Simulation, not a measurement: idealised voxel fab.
Herein follows the process module entitled voxel capacitor over wiring.
Xsec cut, 270 nm wide, square cell size 5 nm.
Cross-sections here: square-cell grids, written as top-down lists of bands, a band being one or more rows of cells.
Top, bottom (nm), then materials left to right with widths (nm); lone material tagged "edge to edge" fills the whole band edge to edge; "air" = empty space.
Below 0: as-received wafer, all one material; heights counted from there. Lowest band: no bottom, goes on down, written "0 and below".
Width: "30..40" (first number = top row, second number = bottom row, same change from row to row of cells).
"all unchanged" for a step: no cell of the cross-section changed in that step.
Basically, "Non-vented voids" tells you about the enclosed voids: empty spaces with no open way to the top, 8 cells or bigger, each written width x height at distance, where distance is from the left edge, all in nm.
after a step's settings: what the simulator itself notes on the step
The "overlay nm" setting may appear on a step's line; for a step that uses a mask, it gives how far to the right of its planned position the mask lay, and a negative value indicates the left.

The process steps that were planned are listed below
1,RECEIVE (material Si)
2,CONFORMAL_DEP (material SiO2; thk nm 10)
3,CONFORMAL_DEP (material SiN; thk nm 5)
4,DIRECTIONAL_DEP (material SiO2; thk nm 20)
5,DIRECTIONAL_DEP (material aC; thk nm 10)
6,PATTERN (tone open; mask id METAL_1; material resist; width nm 25; pitch nm 80; thk nm 25; overlay nm 0)
7,DIRECTIONAL_ETCH (etch materials aC; depth nm 10)
8,STRIP (etch materials resist)
9,DIRECTIONAL_ETCH (etch materials SiO2; depth nm 20)
10,DIRECTIONAL_ETCH (etch materials SiN; depth nm 5)
11,STRIP (etch materials aC)
12,CONFORMAL_DEP (material TiN; thk nm 5)
13,FILL_DEP (material Ru; thk nm 5)
14,CMP (height nm 35)
15,CONFORMAL_DEP (material SiCN; thk nm 5)
16,DIRECTIONAL_DEP (material lowk; thk nm 10)
17,PATTERN (tone open; mask id PLUG_1; material resist; width nm 15; thk nm 20; overlay nm 0)
18,DIRECTIONAL_ETCH (etch materials lowk; depth nm 10)
19,DIRECTIONAL_ETCH (etch materials SiCN; depth nm 5)
20,STRIP (etch materials resist)
21,CONFORMAL_DEP (material TiN; thk nm 5)
22,FILL_DEP (material W; thk nm 10)
23,CMP (height nm 50)
24,DIRECTIONAL_DEP (material TiN; thk nm 5)
25,DIRECTIONAL_DEP (material Al2O3; thk nm 5)
26,DIRECTIONAL_DEP (material TiN; thk nm 5)
27,DIRECTIONAL_DEP (material aC; thk nm 15)
28,PATTERN (tone cover; mask id UPPER_PLATE; material resist; width nm 60; thk nm 35; overlay nm 0)
29,DIRECTIONAL_ETCH (etch materials aC; depth nm 15)
30,STRIP (etch materials resist)
31,DIRECTIONAL_ETCH (etch materials TiN; depth nm 5)
32,DIRECTIONAL_ETCH (etch materials Al2O3; depth nm 5)
33,STRIP (etch materials aC)
34,MASKED_ETCH (tone cover; mask id LOWER_PLATE; width nm 70; etch materials TiN; depth nm 5; overlay nm 0)
35,FILL_DEP (material SiO2; thk nm 20)
36,CMP (height nm 80)
37,DIRECTIONAL_DEP (material aC; thk nm 15)
38,PATTERN (tone open; mask id PLUG_2; material resist; width nm 15; thk nm 35; overlay nm 0)
39,DIRECTIONAL_ETCH (etch materials aC; depth nm 15)
40,STRIP (etch materials resist)
41,DIRECTIONAL_ETCH (etch materials SiO2; depth nm 15)
42,STRIP (etch materials aC)
43,CONFORMAL_DEP (material TiN; thk nm 5)
44,FILL_DEP (material Ru; thk nm 5)
45,CMP (height nm 80)
46,CONFORMAL_DEP (material SiN; thk nm 5)

On the first of the two wafers: run conducted according to plan

Wafer at receipt (post step 1), cross-section
- 0 and below  Si edge to edge
- Non-vented voids: none

Step 2 complete: cross-section through the wafer
- 10 down to 0  SiO2 edge to edge
- No changes below 0.

Step 3 complete: cross-section through the wafer
- 15 down to 10  SiN edge to edge
- No changes below 10.

Step 4 complete: cross-section through the wafer
- 35 down to 15  SiO2 edge to edge
- No changes below 15.

Step 5 complete: cross-section through the wafer
- 45 down to 35  aC edge to edge
- No changes below 35.

Step 6 complete: cross-section through the wafer
- 70 down to 45  80 nm resist, then 25 nm air, then 55 nm resist, then 25 nm air, then 85 nm resist
- No changes below 45.

Step 7 complete: cross-section through the wafer
- 60 down to 45  80 nm resist, then 25 nm air, then 55 nm resist, then 25 nm air, then 85 nm resist
- 45 down to 35  80 nm aC, then 25 nm air, then 55 nm aC, then 25 nm air, then 85 nm aC
- No changes below 35.

Step 8 complete: cross-section through the wafer
- 45 down to 35  80 nm aC, then 25 nm air, then 55 nm aC, then 25 nm air, then 85 nm aC
- No changes below 35.

Step 9 complete: cross-section through the wafer
- 45 down to 35  80 nm aC, then 25 nm air, then 55 nm aC, then 25 nm air, then 85 nm aC
- 35 down to 15  80 nm SiO2, then 25 nm air, then 55 nm SiO2, then 25 nm air, then 85 nm SiO2
- No changes below 15.

Step 10 complete: cross-section through the wafer
- 45 down to 35  80 nm aC, then 25 nm air, then 55 nm aC, then 25 nm air, then 85 nm aC
- 35 down to 15  80 nm SiO2, then 25 nm air, then 55 nm SiO2, then 25 nm air, then 85 nm SiO2
- 15 down to 10  80 nm SiN, then 25 nm air, then 55 nm SiN, then 25 nm air, then 85 nm SiN
- No changes below 10.

Step 11 complete: cross-section through the wafer
- 35 down to 15  80 nm SiO2, then 25 nm air, then 55 nm SiO2, then 25 nm air, then 85 nm SiO2
- No changes below 15.

Step 12 complete: cross-section through the wafer
- 40 down to 35  85 nm TiN, then 15 nm air, then 65 nm TiN, then 15 nm air, then 90 nm TiN
- 35 down to 15  80 nm SiO2, then 5 nm TiN, then 15 nm air, then 5 nm TiN, then 55 nm SiO2, then 5 nm TiN, then 15 nm air, then 5 nm TiN, then 85 nm SiO2
- 15 down to 10  80 nm SiN, then 25 nm TiN, then 55 nm SiN, then 25 nm TiN, then 85 nm SiN
- No changes below 10.

Step 13 complete: cross-section through the wafer
- 45 down to 40  Ru edge to edge
- 40 down to 35  85 nm TiN, then 15 nm Ru, then 65 nm TiN, then 15 nm Ru, then 90 nm TiN
- 35 down to 15  80 nm SiO2, then 5 nm TiN, then 15 nm Ru, then 5 nm TiN, then 55 nm SiO2, then 5 nm TiN, then 15 nm Ru, then 5 nm TiN, then 85 nm SiO2
- No changes below 15.

Step 14 complete: cross-section through the wafer
- 35 down to 15  80 nm SiO2, then 5 nm TiN, then 15 nm Ru, then 5 nm TiN, then 55 nm SiO2, then 5 nm TiN, then 15 nm Ru, then 5 nm TiN, then 85 nm SiO2
- No changes below 15.

Step 15 complete: cross-section through the wafer
- 40 down to 35  SiCN edge to edge
- No changes below 35.

Step 16 complete: cross-section through the wafer
- 50 down to 40  lowk edge to edge
- No changes below 40.

Step 17 complete: cross-section through the wafer
- 70 down to 50  90 nm resist, then 15 nm air, then 165 nm resist
- No changes below 50.

Step 18 complete: cross-section through the wafer
- 70 down to 50  90 nm resist, then 15 nm air, then 165 nm resist
- 50 down to 40  90 nm lowk, then 15 nm air, then 165 nm lowk
- No changes below 40.

Step 19 complete: cross-section through the wafer
- 70 down to 50  90 nm resist, then 15 nm air, then 165 nm resist
- 50 down to 40  90 nm lowk, then 15 nm air, then 165 nm lowk
- 40 down to 35  90 nm SiCN, then 15 nm air, then 165 nm SiCN
- No changes below 35.

Step 20 complete: cross-section through the wafer
- 50 down to 40  90 nm lowk, then 15 nm air, then 165 nm lowk
- No changes below 40.

Step 21 complete: cross-section through the wafer
- 55 down to 50  95 nm TiN, then 5 nm air, then 170 nm TiN
- 50 down to 40  90 nm lowk, then 5 nm TiN, then 5 nm air, then 5 nm TiN, then 165 nm lowk
- 40 down to 35  90 nm SiCN, then 15 nm TiN, then 165 nm SiCN
- No changes below 35.

Step 22 complete: cross-section through the wafer
- 65 down to 55  W edge to edge
- 55 down to 50  95 nm TiN, then 5 nm W, then 170 nm TiN
- 50 down to 40  90 nm lowk, then 5 nm TiN, then 5 nm W, then 5 nm TiN, then 165 nm lowk
- No changes below 40.

Step 23 complete: cross-section through the wafer
- 50 down to 40  90 nm lowk, then 5 nm TiN, then 5 nm W, then 5 nm TiN, then 165 nm lowk
- No changes below 40.

Step 24 complete: cross-section through the wafer
- 55 down to 50  TiN edge to edge
- No changes below 50.

Step 25 complete: cross-section through the wafer
- 60 down to 55  Al2O3 edge to edge
- No changes below 55.

Step 26 complete: cross-section through the wafer
- 65 down to 60  TiN edge to edge
- No changes below 60.

Step 27 complete: cross-section through the wafer
- 80 down to 65  aC edge to edge
- No changes below 65.

Step 28 complete: cross-section through the wafer
- 115 down to 80  90 nm air, then 60 nm resist, then 120 nm air
- No changes below 80.

Step 29 complete: cross-section through the wafer
- 100 down to 80  90 nm air, then 60 nm resist, then 120 nm air
- 80 down to 65  90 nm air, then 60 nm aC, then 120 nm air
- No changes below 65.

Step 30 complete: cross-section through the wafer
- 80 down to 65  90 nm air, then 60 nm aC, then 120 nm air
- No changes below 65.

Step 31 complete: cross-section through the wafer
- 80 down to 65  90 nm air, then 60 nm aC, then 120 nm air
- 65 down to 60  90 nm air, then 60 nm TiN, then 120 nm air
- No changes below 60.

Step 32 complete: cross-section through the wafer
- 80 down to 65  90 nm air, then 60 nm aC, then 120 nm air
- 65 down to 60  90 nm air, then 60 nm TiN, then 120 nm air
- 60 down to 55  90 nm air, then 60 nm Al2O3, then 120 nm air
- No changes below 55.

Step 33 complete: cross-section through the wafer
- 65 down to 60  90 nm air, then 60 nm TiN, then 120 nm air
- No changes below 60.

Step 34 complete: cross-section through the wafer
- 65 down to 60  90 nm air, then 60 nm TiN, then 120 nm air
- 60 down to 55  90 nm air, then 60 nm Al2O3, then 120 nm air
- 55 down to 50  85 nm air, then 70 nm TiN, then 115 nm air
- No changes below 50.

Step 35 complete: cross-section through the wafer
- 85 down to 65  SiO2 edge to edge
- 65 down to 60  90 nm SiO2, then 60 nm TiN, then 120 nm SiO2
- 60 down to 55  90 nm SiO2, then 60 nm Al2O3, then 120 nm SiO2
- 55 down to 50  85 nm SiO2, then 70 nm TiN, then 115 nm SiO2
- No changes below 50.

Step 36 complete: cross-section through the wafer
- 80 down to 65  SiO2 edge to edge
- No changes below 65.

Step 37 complete: cross-section through the wafer
- 95 down to 80  aC edge to edge
- No changes below 80.

Step 38 complete: cross-section through the wafer
- 130 down to 95  100 nm resist, then 15 nm air, then 155 nm resist
- No changes below 95.

Step 39 complete: cross-section through the wafer
- 115 down to 95  100 nm resist, then 15 nm air, then 155 nm resist
- 95 down to 80  100 nm aC, then 15 nm air, then 155 nm aC
- No changes below 80.

Step 40 complete: cross-section through the wafer
- 95 down to 80  100 nm aC, then 15 nm air, then 155 nm aC
- No changes below 80.

Step 41 complete: cross-section through the wafer
- 95 down to 80  100 nm aC, then 15 nm air, then 155 nm aC
- 80 down to 65  100 nm SiO2, then 15 nm air, then 155 nm SiO2
- No changes below 65.

Step 42 complete: cross-section through the wafer
- 80 down to 65  100 nm SiO2, then 15 nm air, then 155 nm SiO2
- No changes below 65.

Step 43 complete: cross-section through the wafer
- 85 down to 80  105 nm TiN, then 5 nm air, then 160 nm TiN
- 80 down to 70  100 nm SiO2, then 5 nm TiN, then 5 nm air, then 5 nm TiN, then 155 nm SiO2
- 70 down to 60  100..90 nm SiO2, then 15..60 nm TiN, then 155..120 nm SiO2
- No changes below 60.

Step 44 complete: cross-section through the wafer
- 90 down to 85  Ru edge to edge
- 85 down to 80  105 nm TiN, then 5 nm Ru, then 160 nm TiN
- 80 down to 70  100 nm SiO2, then 5 nm TiN, then 5 nm Ru, then 5 nm TiN, then 155 nm SiO2
- No changes below 70.

Step 45 complete: cross-section through the wafer
- 80 down to 70  100 nm SiO2, then 5 nm TiN, then 5 nm Ru, then 5 nm TiN, then 155 nm SiO2
- No changes below 70.

Step 46 complete: cross-section through the wafer
- 85 down to 80  SiN edge to edge
- No changes below 80.

Here the second wafer is described. Its start and its plan were those of the first wafer. Its run contained one mistake. Up to and including step 21, it did exactly what the first wafer did

The second wafer in cross-section, at the planned close of step 22
- 65 down to 55  SiO2 edge to edge
- 55 down to 50  95 nm TiN, then 5 nm SiO2, then 170 nm TiN
- 50 down to 40  90 nm lowk, then 5 nm TiN, then 5 nm SiO2, then 5 nm TiN, then 165 nm lowk
- No changes below 40.

The second wafer in cross-section, at the planned close of step 23
- 50 down to 40  90 nm lowk, then 5 nm TiN, then 5 nm SiO2, then 5 nm TiN, then 165 nm lowk
- No changes below 40.

The second wafer in cross-section, at the planned close of step 24
- 55 down to 50  TiN edge to edge
- No changes below 50.

The second wafer in cross-section, at the planned close of step 25
- 60 down to 55  Al2O3 edge to edge
- No changes below 55.

The second wafer in cross-section, at the planned close of step 26
- 65 down to 60  TiN edge to edge
- No changes below 60.

The second wafer in cross-section, at the planned close of step 27
- 80 down to 65  aC edge to edge
- No changes below 65.

The second wafer in cross-section, at the planned close of step 28
- 115 down to 80  90 nm air, then 60 nm resist, then 120 nm air
- No changes below 80.

The second wafer in cross-section, at the planned close of step 29
- 100 down to 80  90 nm air, then 60 nm resist, then 120 nm air
- 80 down to 65  90 nm air, then 60 nm aC, then 120 nm air
- No changes below 65.

The second wafer in cross-section, at the planned close of step 30
- 80 down to 65  90 nm air, then 60 nm aC, then 120 nm air
- No changes below 65.

The second wafer in cross-section, at the planned close of step 31
- 80 down to 65  90 nm air, then 60 nm aC, then 120 nm air
- 65 down to 60  90 nm air, then 60 nm TiN, then 120 nm air
- No changes below 60.

The second wafer in cross-section, at the planned close of step 32
- 80 down to 65  90 nm air, then 60 nm aC, then 120 nm air
- 65 down to 60  90 nm air, then 60 nm TiN, then 120 nm air
- 60 down to 55  90 nm air, then 60 nm Al2O3, then 120 nm air
- No changes below 55.

The second wafer in cross-section, at the planned close of step 33
- 65 down to 60  90 nm air, then 60 nm TiN, then 120 nm air
- No changes below 60.

The second wafer in cross-section, at the planned close of step 34
- 65 down to 60  90 nm air, then 60 nm TiN, then 120 nm air
- 60 down to 55  90 nm air, then 60 nm Al2O3, then 120 nm air
- 55 down to 50  85 nm air, then 70 nm TiN, then 115 nm air
- No changes below 50.

The second wafer in cross-section, at the planned close of step 35
- 85 down to 65  SiO2 edge to edge
- 65 down to 60  90 nm SiO2, then 60 nm TiN, then 120 nm SiO2
- 60 down to 55  90 nm SiO2, then 60 nm Al2O3, then 120 nm SiO2
- 55 down to 50  85 nm SiO2, then 70 nm TiN, then 115 nm SiO2
- No changes below 50.

The second wafer in cross-section, at the planned close of step 36
- 80 down to 65  SiO2 edge to edge
- No changes below 65.

The second wafer in cross-section, at the planned close of step 37
- 95 down to 80  aC edge to edge
- No changes below 80.

The second wafer in cross-section, at the planned close of step 38
- 130 down to 95  100 nm resist, then 15 nm air, then 155 nm resist
- No changes below 95.

The second wafer in cross-section, at the planned close of step 39
- 115 down to 95  100 nm resist, then 15 nm air, then 155 nm resist
- 95 down to 80  100 nm aC, then 15 nm air, then 155 nm aC
- No changes below 80.

The second wafer in cross-section, at the planned close of step 40
- 95 down to 80  100 nm aC, then 15 nm air, then 155 nm aC
- No changes below 80.

The second wafer in cross-section, at the planned close of step 41
- 95 down to 80  100 nm aC, then 15 nm air, then 155 nm aC
- 80 down to 65  100 nm SiO2, then 15 nm air, then 155 nm SiO2
- No changes below 65.

The second wafer in cross-section, at the planned close of step 42
- 80 down to 65  100 nm SiO2, then 15 nm air, then 155 nm SiO2
- No changes below 65.

The second wafer in cross-section, at the planned close of step 43
- 85 down to 80  105 nm TiN, then 5 nm air, then 160 nm TiN
- 80 down to 70  100 nm SiO2, then 5 nm TiN, then 5 nm air, then 5 nm TiN, then 155 nm SiO2
- 70 down to 60  100..90 nm SiO2, then 15..60 nm TiN, then 155..120 nm SiO2
- No changes below 60.

The second wafer in cross-section, at the planned close of step 44
- 90 down to 85  Ru edge to edge
- 85 down to 80  105 nm TiN, then 5 nm Ru, then 160 nm TiN
- 80 down to 70  100 nm SiO2, then 5 nm TiN, then 5 nm Ru, then 5 nm TiN, then 155 nm SiO2
- No changes below 70.

The second wafer in cross-section, at the planned close of step 45
- 80 down to 70  100 nm SiO2, then 5 nm TiN, then 5 nm Ru, then 5 nm TiN, then 155 nm SiO2
- No changes below 70.

The second wafer in cross-section, at the planned close of step 46
- 85 down to 80  SiN edge to edge
- No changes below 80.
What broke from the plan during processing? note that step 22 departed from the planned setting and was carried out as FILL_DEP (material SiO2; thk nm 10)
End of process, cell counts, second wafer against first, materials with more or fewer: 2 more of SiO2; 2 fewer of W
